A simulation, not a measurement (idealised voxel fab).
process module | voxel wiring stack
cross-section cut | 245 nm wide | cells 5 nm
A cross-section is a grid of square cells, given in bands from the top down. A band is one or more rows of cells.
Each band's line starts with the height of the band's top and of its bottom, in nm. Then come its materials from left to right, each with its width in nm. One material with "throughout" fills the band from edge to edge. "air" is empty space.
Height 0 is the level under which the wafer as received is all one material. The lowest band goes on downwards, as in "0 down".
A width such as "30 to 40" changes by the same amount from each row of cells to the next, from the band's top row to its bottom row.
"no change" after a step means that no cell of the cross-section changed.
closed voids: empty space of 8 cells or more with no open way to the top, each as width x height at its distance from the left edge, in nm
after a step's settings: what the simulator itself notes on the step
overlay nm, on a step with a mask: how far to the right of its planned place the mask lay; to the left if negative
plan
1 op RECEIVE | material Si
2 op CONFORMAL_DEP | material SiO2 | thk nm 15
3 op DIRECTIONAL_DEP | material TiN | thk nm 5
4 op DIRECTIONAL_DEP | material W | thk nm 20
5 op DIRECTIONAL_DEP | material aC | thk nm 15
6 op PATTERN | tone cover | mask id METAL_1 | material resist | width nm 20 | pitch nm 50 | thk nm 35 | overlay nm 0
7 op DIRECTIONAL_ETCH | etch materials aC | depth nm 15
8 op STRIP | etch materials resist
9 op DIRECTIONAL_ETCH | etch materials W | depth nm 20
10 op DIRECTIONAL_ETCH | etch materials TiN | depth nm 5
11 op STRIP | etch materials aC
12 op FILL_DEP | material lowk | thk nm 10
13 op CMP | height nm 40
14 op CONFORMAL_DEP | material SiCN | thk nm 5
15 op DIRECTIONAL_DEP | material SiO2 | thk nm 15
16 op MASKED_ETCH | tone open | mask id PLUG_1 | width nm 15 | etch materials SiO2 | depth nm 15 | overlay nm 0
17 op MASKED_ETCH | tone open | mask id PLUG_1 | width nm 15 | etch materials SiCN | depth nm 5 | overlay nm 0
18 op EPI | material Ru | thk nm 10
19 op EPI | material Ru | thk nm 10
20 op DIRECTIONAL_DEP | material TiN | thk nm 5
21 op DIRECTIONAL_DEP | material Ru | thk nm 20
22 op MASKED_ETCH | tone cover | mask id METAL_2 | width nm 20 | pitch nm 50 | etch materials Ru | depth nm 20 | overlay nm 0
23 op MASKED_ETCH | tone cover | mask id METAL_2 | width nm 20 | pitch nm 50 | etch materials TiN | depth nm 5 | overlay nm 0
24 op CONFORMAL_DEP | material SiN | thk nm 5
25 op FILL_DEP | material lowk | thk nm 10
26 op CMP | height nm 85
27 op CONFORMAL_DEP | material SiCN | thk nm 5
28 op DIRECTIONAL_DEP | material lowk | thk nm 10
29 op DIRECTIONAL_DEP | material aC | thk nm 10
30 op PATTERN | tone open | mask id PLUG_2 | material resist | width nm 15 | thk nm 25 | overlay nm 0
31 op DIRECTIONAL_ETCH | etch materials aC | depth nm 10
32 op STRIP | etch materials resist
33 op DIRECTIONAL_ETCH | etch materials lowk | depth nm 10
34 op DIRECTIONAL_ETCH | etch materials SiCN | depth nm 5
35 op STRIP | etch materials aC
36 op CONFORMAL_DEP | material TiN | thk nm 5
37 op FILL_DEP | material Cu | thk nm 5
38 op CMP | height nm 100
39 op CONFORMAL_DEP | material SiN | thk nm 5
40 op DIRECTIONAL_DEP | material SiO2 | thk nm 15
41 op PATTERN | tone open | mask id METAL_3 | material resist | width nm 20 | pitch nm 50 | thk nm 20 | overlay nm 0
42 op DIRECTIONAL_ETCH | etch materials SiO2 | depth nm 15
43 op DIRECTIONAL_ETCH | etch materials SiN | depth nm 5
44 op STRIP | etch materials resist
45 op CONFORMAL_DEP | material TiN | thk nm 5
46 op FILL_DEP | material W | thk nm 5
47 op CMP | height nm 120
48 op EPI | material Ru | thk nm 5
49 op FILL_DEP | material SiCN | thk nm 5
50 op DIRECTIONAL_DEP | material lowk | thk nm 30
51 op MASKED_ETCH | tone open | mask id METAL_4_HOLES | width nm 15 | pitch nm 50 | etch materials lowk | depth nm 30 | overlay nm 0
52 op PATTERN | tone open | mask id METAL_4 | material resist | width nm 20 | pitch nm 50 | thk nm 20 | overlay nm 0
53 op DIRECTIONAL_ETCH | etch materials lowk | depth nm 15
54 op DIRECTIONAL_ETCH | etch materials SiCN | depth nm 5
55 op STRIP | etch materials resist
56 op CONFORMAL_DEP | material TiN | thk nm 5
57 op FILL_DEP | material Cu | thk nm 5
58 op CMP | height nm 160
59 op CONFORMAL_DEP | material SiCN | thk nm 5
first wafer, as planned
as received, after step 1
  0 down: Si throughout
  closed voids: none
after step 2
  15 to 0: SiO2 throughout
  below 0: unchanged
after step 3
  20 to 15: TiN throughout
  below 15: unchanged
after step 4
  40 to 20: W throughout
  below 20: unchanged
after step 5
  55 to 40: aC throughout
  below 40: unchanged
after step 6
  90 to 55: air 85 | resist 20 | air 30 | resist 20 | air 90
  below 55: unchanged
after step 7
  75 to 55: air 85 | resist 20 | air 30 | resist 20 | air 90
  55 to 40: air 85 | aC 20 | air 30 | aC 20 | air 90
  below 40: unchanged
after step 8
  55 to 40: air 85 | aC 20 | air 30 | aC 20 | air 90
  below 40: unchanged
after step 9
  55 to 40: air 85 | aC 20 | air 30 | aC 20 | air 90
  40 to 20: air 85 | W 20 | air 30 | W 20 | air 90
  below 20: unchanged
after step 10
  55 to 40: air 85 | aC 20 | air 30 | aC 20 | air 90
  40 to 20: air 85 | W 20 | air 30 | W 20 | air 90
  20 to 15: air 85 | TiN 20 | air 30 | TiN 20 | air 90
  below 15: unchanged
after step 11
  40 to 20: air 85 | W 20 | air 30 | W 20 | air 90
  below 20: unchanged
after step 12
  50 to 40: lowk throughout
  40 to 20: lowk 85 | W 20 | lowk 30 | W 20 | lowk 90
  20 to 15: lowk 85 | TiN 20 | lowk 30 | TiN 20 | lowk 90
  below 15: unchanged
after step 13
  40 to 20: lowk 85 | W 20 | lowk 30 | W 20 | lowk 90
  below 20: unchanged
after step 14
  45 to 40: SiCN throughout
  below 40: unchanged
after step 15
  60 to 45: SiO2 throughout
  below 45: unchanged
after step 16
  60 to 45: SiO2 85 | air 15 | SiO2 145
  below 45: unchanged
after step 17
  60 to 45: SiO2 85 | air 15 | SiO2 145
  45 to 40: SiCN 85 | air 15 | SiCN 145
  below 40: unchanged
after step 18
  60 to 50: SiO2 85 | air 15 | SiO2 145
  50 to 45: SiO2 85 | Ru 15 | SiO2 145
  45 to 40: SiCN 85 | Ru 15 | SiCN 145
  below 40: unchanged
after step 19
  60 to 45: SiO2 85 | Ru 15 | SiO2 145
  below 45: unchanged
after step 20
  65 to 60: TiN throughout
  below 60: unchanged
after step 21
  85 to 65: Ru throughout
  below 65: unchanged
after step 22
  85 to 65: air 85 | Ru 20 | air 30 | Ru 20 | air 90
  below 65: unchanged
after step 23
  85 to 65: air 85 | Ru 20 | air 30 | Ru 20 | air 90
  65 to 60: air 85 | TiN 20 | air 30 | TiN 20 | air 90
  below 60: unchanged
after step 24
  90 to 85: air 80 | SiN 30 | air 20 | SiN 30 | air 85
  85 to 65: air 80 | SiN 5 | Ru 20 | SiN 5 | air 20 | SiN 5 | Ru 20 | SiN 5 | air 85
  65 to 60: SiN 85 | TiN 20 | SiN 30 | TiN 20 | SiN 90
  below 60: unchanged
after step 25
  100 to 90: lowk throughout
  90 to 85: lowk 80 | SiN 30 | lowk 20 | SiN 30 | lowk 85
  85 to 65: lowk 80 | SiN 5 | Ru 20 | SiN 5 | lowk 20 | SiN 5 | Ru 20 | SiN 5 | lowk 85
  below 65: unchanged
after step 26
  85 to 65: lowk 80 | SiN 5 | Ru 20 | SiN 5 | lowk 20 | SiN 5 | Ru 20 | SiN 5 | lowk 85
  below 65: unchanged
after step 27
  90 to 85: SiCN throughout
  below 85: unchanged
after step 28
  100 to 90: lowk throughout
  below 90: unchanged
after step 29
  110 to 100: aC throughout
  below 100: unchanged
after step 30
  135 to 110: resist 85 | air 15 | resist 145
  below 110: unchanged
after step 31
  125 to 110: resist 85 | air 15 | resist 145
  110 to 100: aC 85 | air 15 | aC 145
  below 100: unchanged
after step 32
  110 to 100: aC 85 | air 15 | aC 145
  below 100: unchanged
after step 33
  110 to 100: aC 85 | air 15 | aC 145
  100 to 90: lowk 85 | air 15 | lowk 145
  below 90: unchanged
after step 34
  110 to 100: aC 85 | air 15 | aC 145
  100 to 90: lowk 85 | air 15 | lowk 145
  90 to 85: SiCN 85 | air 15 | SiCN 145
  below 85: unchanged
after step 35
  100 to 90: lowk 85 | air 15 | lowk 145
  below 90: unchanged
after step 36
  105 to 100: TiN 90 | air 5 | TiN 150
  100 to 90: lowk 85 | TiN 5 | air 5 | TiN 5 | lowk 145
  90 to 85: SiCN 85 | TiN 15 | SiCN 145
  below 85: unchanged
after step 37
  110 to 105: Cu throughout
  105 to 100: TiN 90 | Cu 5 | TiN 150
  100 to 90: lowk 85 | TiN 5 | Cu 5 | TiN 5 | lowk 145
  below 90: unchanged
after step 38
  100 to 90: lowk 85 | TiN 5 | Cu 5 | TiN 5 | lowk 145
  below 90: unchanged
after step 39
  105 to 100: SiN throughout
  below 100: unchanged
after step 40
  120 to 105: SiO2 throughout
  below 105: unchanged
after step 41
  140 to 120: resist 85 | air 20 | resist 30 | air 20 | resist 90
  below 120: unchanged
after step 42
  140 to 120: resist 85 | air 20 | resist 30 | air 20 | resist 90
  120 to 105: SiO2 85 | air 20 | SiO2 30 | air 20 | SiO2 90
  below 105: unchanged
after step 43
  140 to 120: resist 85 | air 20 | resist 30 | air 20 | resist 90
  120 to 105: SiO2 85 | air 20 | SiO2 30 | air 20 | SiO2 90
  105 to 100: SiN 85 | air 20 | SiN 30 | air 20 | SiN 90
  below 100: unchanged
after step 44
  120 to 105: SiO2 85 | air 20 | SiO2 30 | air 20 | SiO2 90
  below 105: unchanged
after step 45
  125 to 120: TiN 90 | air 10 | TiN 40 | air 10 | TiN 95
  120 to 105: SiO2 85 | TiN 5 | air 10 | TiN 5 | SiO2 30 | TiN 5 | air 10 | TiN 5 | SiO2 90
  105 to 100: SiN 85 | TiN 20 | SiN 30 | TiN 20 | SiN 90
  below 100: unchanged
after step 46
  130 to 125: W throughout
  125 to 120: TiN 90 | W 10 | TiN 40 | W 10 | TiN 95
  120 to 105: SiO2 85 | TiN 5 | W 10 | TiN 5 | SiO2 30 | TiN 5 | W 10 | TiN 5 | SiO2 90
  below 105: unchanged
after step 47
  120 to 105: SiO2 85 | TiN 5 | W 10 | TiN 5 | SiO2 30 | TiN 5 | W 10 | TiN 5 | SiO2 90
  below 105: unchanged
after step 48
  125 to 120: air 80 | Ru 30 | air 20 | Ru 30 | air 85
  below 120: unchanged
after step 49
  130 to 125: SiCN throughout
  125 to 120: SiCN 80 | Ru 30 | SiCN 20 | Ru 30 | SiCN 85
  below 120: unchanged
after step 50
  160 to 130: lowk throughout
  below 130: unchanged
after step 51
  160 to 130: lowk 85 | air 15 | lowk 35 | air 15 | lowk 95
  below 130: unchanged
after step 52
  180 to 160: resist 85 | air 20 | resist 30 | air 20 | resist 90
  below 160: unchanged
after step 53
  180 to 160: resist 85 | air 20 | resist 30 | air 20 | resist 90
  160 to 145: lowk 85 | air 20 | lowk 30 | air 20 | lowk 90
  below 145: unchanged
after step 54
  180 to 160: resist 85 | air 20 | resist 30 | air 20 | resist 90
  160 to 145: lowk 85 | air 20 | lowk 30 | air 20 | lowk 90
  145 to 130: lowk 85 | air 15 | lowk 35 | air 15 | lowk 95
  130 to 125: SiCN 85 | air 15 | SiCN 35 | air 15 | SiCN 95
  below 125: unchanged
after step 55
  160 to 145: lowk 85 | air 20 | lowk 30 | air 20 | lowk 90
  below 145: unchanged
after step 56
  165 to 160: TiN 90 | air 10 | TiN 40 | air 10 | TiN 95
  160 to 150: lowk 85 | TiN 5 | air 10 | TiN 5 | lowk 30 | TiN 5 | air 10 | TiN 5 | lowk 90
  150 to 145: lowk 85 | TiN 5 | air 5 | TiN 10 | lowk 30 | TiN 5 | air 5 | TiN 10 | lowk 90
  145 to 130: lowk 85 | TiN 5 | air 5 | TiN 5 | lowk 35 | TiN 5 | air 5 | TiN 5 | lowk 95
  130 to 125: SiCN 85 | TiN 15 | SiCN 35 | TiN 15 | SiCN 95
  below 125: unchanged
after step 57
  170 to 165: Cu throughout
  165 to 160: TiN 90 | Cu 10 | TiN 40 | Cu 10 | TiN 95
  160 to 150: lowk 85 | TiN 5 | Cu 10 | TiN 5 | lowk 30 | TiN 5 | Cu 10 | TiN 5 | lowk 90
  150 to 145: lowk 85 | TiN 5 | Cu 5 | TiN 10 | lowk 30 | TiN 5 | Cu 5 | TiN 10 | lowk 90
  145 to 130: lowk 85 | TiN 5 | Cu 5 | TiN 5 | lowk 35 | TiN 5 | Cu 5 | TiN 5 | lowk 95
  below 130: unchanged
after step 58
  160 to 150: lowk 85 | TiN 5 | Cu 10 | TiN 5 | lowk 30 | TiN 5 | Cu 10 | TiN 5 | lowk 90
  below 150: unchanged
after step 59
  165 to 160: SiCN throughout
  below 160: unchanged
second wafer: like start, like plan, one mistake. Through step 17 it matches the first wafer
when step 19 should have ended
  70 to 60: air 75 | Ru 35 | air 135
  60 to 45: SiO2 85 | Ru 15 | SiO2 145
  45 to 40: SiCN 85 | Ru 15 | SiCN 145
  below 40: unchanged
when step 20 should have ended
  75 to 70: air 75 | TiN 35 | air 135
  70 to 65: air 75 | Ru 35 | air 135
  65 to 60: TiN 75 | Ru 35 | TiN 135
  below 60: unchanged
when step 21 should have ended
  95 to 85: air 75 | Ru 35 | air 135
  85 to 75: Ru throughout
  75 to 70: Ru 75 | TiN 35 | Ru 135
  70 to 65: Ru throughout
  below 65: unchanged
when step 22 should have ended
  95 to 85: air 85 | Ru 20 | air 140
  85 to 75: air 85 | Ru 20 | air 30 | Ru 20 | air 90
  75 to 70: air 75 | TiN 35 | air 25 | Ru 20 | air 90
  70 to 65: air 75 | Ru 35 | air 25 | Ru 20 | air 90
  below 65: unchanged
when step 23 should have ended
  95 to 85: air 85 | Ru 20 | air 140
  85 to 75: air 85 | Ru 20 | air 30 | Ru 20 | air 90
  75 to 70: air 85 | TiN 20 | air 30 | Ru 20 | air 90
  70 to 65: air 75 | Ru 35 | air 25 | Ru 20 | air 90
  65 to 60: air 75 | Ru 35 | air 25 | TiN 20 | air 90
  below 60: unchanged
when step 24 should have ended
  100 to 95: air 80 | SiN 30 | air 135
  95 to 90: air 80 | SiN 5 | Ru 20 | SiN 5 | air 135
  90 to 85: air 80 | SiN 5 | Ru 20 | SiN 5 | air 20 | SiN 30 | air 85
  85 to 75: air 80 | SiN 5 | Ru 20 | SiN 5 | air 20 | SiN 5 | Ru 20 | SiN 5 | air 85
  75 to 70: air 70 | SiN 15 | TiN 20 | SiN 10 | air 15 | SiN 5 | Ru 20 | SiN 5 | air 85
  70 to 65: air 70 | SiN 5 | Ru 35 | SiN 5 | air 15 | SiN 5 | Ru 20 | SiN 5 | air 85
  65 to 60: SiN 75 | Ru 35 | SiN 25 | TiN 20 | SiN 90
  below 60: unchanged
when step 25 should have ended
  110 to 100: lowk throughout
  100 to 95: lowk 80 | SiN 30 | lowk 135
  95 to 90: lowk 80 | SiN 5 | Ru 20 | SiN 5 | lowk 135
  90 to 85: lowk 80 | SiN 5 | Ru 20 | SiN 5 | lowk 20 | SiN 30 | lowk 85
  85 to 75: lowk 80 | SiN 5 | Ru 20 | SiN 5 | lowk 20 | SiN 5 | Ru 20 | SiN 5 | lowk 85
  75 to 70: lowk 70 | SiN 15 | TiN 20 | SiN 10 | lowk 15 | SiN 5 | Ru 20 | SiN 5 | lowk 85
  70 to 65: lowk 70 | SiN 5 | Ru 35 | SiN 5 | lowk 15 | SiN 5 | Ru 20 | SiN 5 | lowk 85
  below 65: unchanged
when step 26 should have ended
  85 to 75: lowk 80 | SiN 5 | Ru 20 | SiN 5 | lowk 20 | SiN 5 | Ru 20 | SiN 5 | lowk 85
  below 75: unchanged
when step 27 should have ended
  90 to 85: SiCN throughout
  below 85: unchanged
when step 28 should have ended
  100 to 90: lowk throughout
  below 90: unchanged
when step 29 should have ended
  110 to 100: aC throughout
  below 100: unchanged
when step 30 should have ended
  135 to 110: resist 85 | air 15 | resist 145
  below 110: unchanged
when step 31 should have ended
  125 to 110: resist 85 | air 15 | resist 145
  110 to 100: aC 85 | air 15 | aC 145
  below 100: unchanged
when step 32 should have ended
  110 to 100: aC 85 | air 15 | aC 145
  below 100: unchanged
when step 33 should have ended
  110 to 100: aC 85 | air 15 | aC 145
  100 to 90: lowk 85 | air 15 | lowk 145
  below 90: unchanged
when step 34 should have ended
  110 to 100: aC 85 | air 15 | aC 145
  100 to 90: lowk 85 | air 15 | lowk 145
  90 to 85: SiCN 85 | air 15 | SiCN 145
  below 85: unchanged
when step 35 should have ended
  100 to 90: lowk 85 | air 15 | lowk 145
  below 90: unchanged
when step 36 should have ended
  105 to 100: TiN 90 | air 5 | TiN 150
  100 to 90: lowk 85 | TiN 5 | air 5 | TiN 5 | lowk 145
  90 to 85: SiCN 85 | TiN 15 | SiCN 145
  below 85: unchanged
when step 37 should have ended
  110 to 105: Cu throughout
  105 to 100: TiN 90 | Cu 5 | TiN 150
  100 to 90: lowk 85 | TiN 5 | Cu 5 | TiN 5 | lowk 145
  below 90: unchanged
when step 38 should have ended
  100 to 90: lowk 85 | TiN 5 | Cu 5 | TiN 5 | lowk 145
  below 90: unchanged
when step 39 should have ended
  105 to 100: SiN throughout
  below 100: unchanged
when step 40 should have ended
  120 to 105: SiO2 throughout
  below 105: unchanged
when step 41 should have ended
  140 to 120: resist 85 | air 20 | resist 30 | air 20 | resist 90
  below 120: unchanged
when step 42 should have ended
  140 to 120: resist 85 | air 20 | resist 30 | air 20 | resist 90
  120 to 105: SiO2 85 | air 20 | SiO2 30 | air 20 | SiO2 90
  below 105: unchanged
when step 43 should have ended
  140 to 120: resist 85 | air 20 | resist 30 | air 20 | resist 90
  120 to 105: SiO2 85 | air 20 | SiO2 30 | air 20 | SiO2 90
  105 to 100: SiN 85 | air 20 | SiN 30 | air 20 | SiN 90
  below 100: unchanged
when step 44 should have ended
  120 to 105: SiO2 85 | air 20 | SiO2 30 | air 20 | SiO2 90
  below 105: unchanged
when step 45 should have ended
  125 to 120: TiN 90 | air 10 | TiN 40 | air 10 | TiN 95
  120 to 105: SiO2 85 | TiN 5 | air 10 | TiN 5 | SiO2 30 | TiN 5 | air 10 | TiN 5 | SiO2 90
  105 to 100: SiN 85 | TiN 20 | SiN 30 | TiN 20 | SiN 90
  below 100: unchanged
when step 46 should have ended
  130 to 125: W throughout
  125 to 120: TiN 90 | W 10 | TiN 40 | W 10 | TiN 95
  120 to 105: SiO2 85 | TiN 5 | W 10 | TiN 5 | SiO2 30 | TiN 5 | W 10 | TiN 5 | SiO2 90
  below 105: unchanged
when step 47 should have ended
  120 to 105: SiO2 85 | TiN 5 | W 10 | TiN 5 | SiO2 30 | TiN 5 | W 10 | TiN 5 | SiO2 90
  below 105: unchanged
when step 48 should have ended
  125 to 120: air 80 | Ru 30 | air 20 | Ru 30 | air 85
  below 120: unchanged
when step 49 should have ended
  130 to 125: SiCN throughout
  125 to 120: SiCN 80 | Ru 30 | SiCN 20 | Ru 30 | SiCN 85
  below 120: unchanged
when step 50 should have ended
  160 to 130: lowk throughout
  below 130: unchanged
when step 51 should have ended
  160 to 130: lowk 85 | air 15 | lowk 35 | air 15 | lowk 95
  below 130: unchanged
when step 52 should have ended
  180 to 160: resist 85 | air 20 | resist 30 | air 20 | resist 90
  below 160: unchanged
when step 53 should have ended
  180 to 160: resist 85 | air 20 | resist 30 | air 20 | resist 90
  160 to 145: lowk 85 | air 20 | lowk 30 | air 20 | lowk 90
  below 145: unchanged
when step 54 should have ended
  180 to 160: resist 85 | air 20 | resist 30 | air 20 | resist 90
  160 to 145: lowk 85 | air 20 | lowk 30 | air 20 | lowk 90
  145 to 130: lowk 85 | air 15 | lowk 35 | air 15 | lowk 95
  130 to 125: SiCN 85 | air 15 | SiCN 35 | air 15 | SiCN 95
  below 125: unchanged
when step 55 should have ended
  160 to 145: lowk 85 | air 20 | lowk 30 | air 20 | lowk 90
  below 145: unchanged
when step 56 should have ended
  165 to 160: TiN 90 | air 10 | TiN 40 | air 10 | TiN 95
  160 to 150: lowk 85 | TiN 5 | air 10 | TiN 5 | lowk 30 | TiN 5 | air 10 | TiN 5 | lowk 90
  150 to 145: lowk 85 | TiN 5 | air 5 | TiN 10 | lowk 30 | TiN 5 | air 5 | TiN 10 | lowk 90
  145 to 130: lowk 85 | TiN 5 | air 5 | TiN 5 | lowk 35 | TiN 5 | air 5 | TiN 5 | lowk 95
  130 to 125: SiCN 85 | TiN 15 | SiCN 35 | TiN 15 | SiCN 95
  below 125: unchanged
when step 57 should have ended
  170 to 165: Cu throughout
  165 to 160: TiN 90 | Cu 10 | TiN 40 | Cu 10 | TiN 95
  160 to 150: lowk 85 | TiN 5 | Cu 10 | TiN 5 | lowk 30 | TiN 5 | Cu 10 | TiN 5 | lowk 90
  150 to 145: lowk 85 | TiN 5 | Cu 5 | TiN 10 | lowk 30 | TiN 5 | Cu 5 | TiN 10 | lowk 90
  145 to 130: lowk 85 | TiN 5 | Cu 5 | TiN 5 | lowk 35 | TiN 5 | Cu 5 | TiN 5 | lowk 95
  below 130: unchanged
when step 58 should have ended
  160 to 150: lowk 85 | TiN 5 | Cu 10 | TiN 5 | lowk 30 | TiN 5 | Cu 10 | TiN 5 | lowk 90
  below 150: unchanged
when step 59 should have ended
  165 to 160: SiCN throughout
  below 160: unchanged
what went wrong: one of the steps 18 and 19, which are alike, was run twice
at the end the second wafer has, in cells: 6 more of Ru | 6 fewer of lowk
